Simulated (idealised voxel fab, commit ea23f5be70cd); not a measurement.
process module | voxel quadruple lines
Square cells of 5 nm make up the cross-section cut, whose width is 190 nm.
Bands, listed from the top down, are how a cross-section gets written in this document; the cross-section itself is a grid of square cells, and a band is one or more rows of them. Heads up on the band format: heights come first, top then bottom, in nm. After that it's the materials left to right, each with its width in nm. A single material flagged "all across" fills the whole band edge to edge, and "air" means there's empty space there. Heights are reckoned from 0. Under this level, the received wafer is all of one material. The bottommost band is open-ended downward, for example "z 0 and below". Quick explanation for "30 to 40": the width changes in equal steps down the rows of cells, from the first number in the band's top row to the second number in its bottom row. The designation "stayed the same", where it is given for a processing step, indicates that no cell of the cross-section was altered in the course of that step. The entry titled "Internal closed voids" provides the empty spaces that have no open way to the top, restricted to those of 8 cells or more. Each is presented as width x height at distance, the distance being measured from the left edge, with all three in nm. Read whatever lies past the settings on a step's line as the simulator's own remark about the step. overlay nm: how far to the right of its planned place the mask lay on this masked step (negative: to the left).

List of planned process steps:
| 1 | RECEIVE with material Si |
| 2 | CONFORMAL_DEP with material SiO2, thk nm 10 |
| 3 | DIRECTIONAL_DEP with material TiN, thk nm 10 |
| 4 | DIRECTIONAL_DEP with material polySi, thk nm 20 |
| 5 | DIRECTIONAL_DEP with material aC, thk nm 25 |
| 6 | PATTERN with tone cover, mask id MANDREL, material resist, width nm 20, thk nm 35, overlay nm 0 |
| 7 | DIRECTIONAL_ETCH with etch materials aC, depth nm 25 |
| 8 | STRIP with etch materials resist |
| 9 | CONFORMAL_DEP with material SiO2, thk nm 10 |
| 10 | DIRECTIONAL_ETCH with etch materials SiO2, depth nm 10 |
| 11 | STRIP with etch materials aC |
| 12 | DIRECTIONAL_ETCH with etch materials polySi, depth nm 20 |
| 13 | STRIP with etch materials SiO2 |
| 14 | CONFORMAL_DEP with material SiN, thk nm 5 |
| 15 | DIRECTIONAL_ETCH with etch materials SiN, depth nm 5 |
| 16 | STRIP with etch materials polySi |
| 17 | DIRECTIONAL_ETCH with etch materials TiN, depth nm 10 |
| 18 | STRIP with etch materials SiN |
| 19 | FILL_DEP with material SiO2, thk nm 10 |
| 20 | CMP with height nm 20 |

Incoming wafer, cross-sectional view, post step 1:
  z 0 and below: Si all across
  Internal closed voids: none

First of two wafers: cross-section at end of module, run per plan:
  z 20 to 10: SiO2=70, then TiN=5, then SiO2=10, then TiN=5, then SiO2=10, then TiN=5, then SiO2=10, then TiN=5, then SiO2=70
  z 10 to 0: SiO2 all across
  z 0 and below: Si all across
  Internal closed voids: none

Here's the second of our two wafers sectioned at module end. Same start as the first, same plan, but one mistake got made running it:
  z 20 to 10: aC=70, then TiN=5, then aC=10, then TiN=5, then aC=10, then TiN=5, then aC=10, then TiN=5, then aC=70
  z 10 to 0: SiO2 all across
  z 0 and below: Si all across
  Internal closed voids: none
The mistake made against the process plan was this: step 19 deviated from plan and actually ran as FILL_DEP with material aC, thk nm 10
End of process, cell counts, second wafer against first, materials with more or fewer: 68 fewer of SiO2 | 68 more of aC
